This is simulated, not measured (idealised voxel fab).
Process module, titled voxel quadruple lines
FYI the section here is cut, 260 nm wide, cells are 5 nm squares.
The cross-sections in this document take the form of a grid made of square cells. They are written out as bands, in order from top to bottom. Each band consists of one or more rows of cells.
Heads up on the band format: heights come first, top then bottom, in nm. After that it's the materials left to right, each with its width in nm. A single material flagged "full width" fills the whole band edge to edge, and "blank" means there's empty space there.
Measure heights from 0. That's the level where, below it, the as-received wafer is all one material. The lowest band is bottomless and extends downward; write it as in "0 nm and below".
Note: "30->40" means the width goes from the first number (top row of the band) to the second number (bottom row) in equal steps per row of cells.
The cross-section has no changed cell in any step marked "no change".
Empty spaces counting at least 8 cells and having no open way to the top are listed in "Sealed internal cavities". The notation width x height at distance is used for each, the distance being from the left edge and all three values in nm.
Where a step's line continues beyond its settings, the continuation is a remark by the simulator itself on that step.
overlay nm: mask right of planned place by this much (step with mask). Neg. = left.

LISTED BELOW ARE THE PROCESS STEPS AS PLANNED
step 1: RECEIVE (material Si)
step 2: CONFORMAL_DEP (material Al2O3; thk nm 5)
step 3: DIRECTIONAL_DEP (material Ru; thk nm 10)
step 4: DIRECTIONAL_DEP (material polySi; thk nm 15)
step 5: DIRECTIONAL_DEP (material aC; thk nm 25)
step 6: PATTERN (tone cover; mask id MANDREL; material resist; width nm 20; pitch nm 80; thk nm 35; overlay nm 0)
step 7: DIRECTIONAL_ETCH (etch materials aC; depth nm 25)
step 8: STRIP (etch materials resist)
step 9: CONFORMAL_DEP (material SiO2; thk nm 10)
step 10: DIRECTIONAL_ETCH (etch materials SiO2; depth nm 10)
step 11: STRIP (etch materials aC)
step 12: DIRECTIONAL_ETCH (etch materials polySi; depth nm 15)
step 13: STRIP (etch materials SiO2)
step 14: CONFORMAL_DEP (material SiCN; thk nm 10)
step 15: DIRECTIONAL_ETCH (etch materials SiCN; depth nm 10)
step 16: STRIP (etch materials polySi)
step 17: DIRECTIONAL_ETCH (etch materials Ru; depth nm 10)
step 18: STRIP (etch materials SiCN)
All wafers enter the flow in the same state. The width nm at step 6 differs from wafer to wafer, and the plan gives the value for the first wafer.

RECEIVED CONDITION OF THE FIRST OF SEVERAL WAFERS, SECTIONED: POST-STEP 1
  0 nm and below: Si full width
  Sealed internal cavities: none

GAINED (+) OR LOST (-) CELLS OF EACH MATERIAL SINCE RECEIPT, THEN CLOSED VOIDS: ONE ROW PER WAFER, AT THE END OF THE MODULE
width nm 20; +52 Al2O3; +32 Ru; Sealed internal cavities: none
width nm 25; +52 Al2O3; +32 Ru; Sealed internal cavities: none
width nm 30; +52 Al2O3; +32 Ru; Sealed internal cavities: none
width nm 35; +52 Al2O3; +32 Ru; Sealed internal cavities: none
width nm 40; +52 Al2O3; +32 Ru; Sealed internal cavities: none
width nm 45; +52 Al2O3; +30 Ru; Sealed internal cavities: none
